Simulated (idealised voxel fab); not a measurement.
The document below concerns the process module designated voxel self aligned vias.
In the cross-section labelled cut, the width is 215 nm and each square cell is 5 nm.
Throughout this document, each cross-section is represented as a grid of square cells and is presented as a sequence of bands enumerated from the top downward, where a band comprises one or more rows of cells.
Per band: top height and bottom height in nm, followed by the left-to-right materials and their widths in nm; "all across" marks a single material spanning edge to edge, "blank" marks empty space.
Heights from 0 (as-received wafer is one material below). Bottom band endless downward, as "0 down".
Note: "30 to 40" means the width goes from the first number (top row of the band) to the second number (bottom row) in equal steps per row of cells.
When a step is marked "nothing altered", none of the cells in the cross-section changed during that step.
Basically, "Closed-off voids" tells you about the enclosed voids: empty spaces with no open way to the top, 8 cells or bigger, each written width x height at distance, where distance is from the left edge, all in nm.
What comes after the settings on a step's line is commentary from the simulator itself on that step.
overlay nm: on a step with a mask, how far right of its planned place the mask lay; negative means left.

### Below is the list of planned process steps
1) RECEIVE (material Si)
2) CONFORMAL_DEP (material SiO2; thk nm 15)
3) CONFORMAL_DEP (material SiCN; thk nm 5)
4) DIRECTIONAL_DEP (material lowk; thk nm 30)
5) PATTERN (tone open; mask id LINES; material resist; width nm 30; pitch nm 70; thk nm 15; overlay nm 0)
6) DIRECTIONAL_ETCH (etch materials lowk; depth nm 30)
7) STRIP (etch materials resist)
8) CONFORMAL_DEP (material TiN; thk nm 5)
9) FILL_DEP (material W; thk nm 10)
10) CMP (height nm 50)
11) SELECTIVE_ETCH (etch materials W Ru TiN; depth nm 5)
12) FILL_DEP (material SiN; thk nm 5)
13) CMP (height nm 50)
14) DIRECTIONAL_DEP (material lowk; thk nm 15)
15) MASKED_ETCH (tone open; mask id VIAS; width nm 50; pitch nm 70; etch materials lowk; depth nm 15; overlay nm 0)
16) MASKED_ETCH (tone open; mask id VIAS; width nm 50; pitch nm 70; etch materials SiN; depth nm 5; overlay nm 0)
17) CONFORMAL_DEP (material TiN; thk nm 5)
18) FILL_DEP (material W; thk nm 5)
19) CMP (height nm 65)
20) CONFORMAL_DEP (material SiCN; thk nm 5)

### Cross-section of the wafer at receipt, which is the condition after step 1
  0 down | Si all across
  Closed-off voids: none

### Post-module cross-section: identical start and plan to those above, one misstep in execution
  70 to 65 | SiCN all across
  65 to 50 | lowk: 45; TiN: 10; lowk: 30; TiN: 10; lowk: 20; TiN: 10; lowk: 30; TiN: 10; lowk: 50
  50 to 45 | lowk: 55; SiN: 30; lowk: 40; SiN: 30; lowk: 60
  45 to 25 | lowk: 55; TiN: 5; W: 20; TiN: 5; lowk: 40; TiN: 5; W: 20; TiN: 5; lowk: 60
  25 to 20 | lowk: 55; TiN: 30; lowk: 40; TiN: 30; lowk: 60
  20 to 15 | SiCN all across
  15 to 0 | SiO2 all across
  0 down | Si all across
  Closed-off voids: none
In executing the process, a mistake was made relative to the plan: steps 14 and 15 traded places in the executed sequence
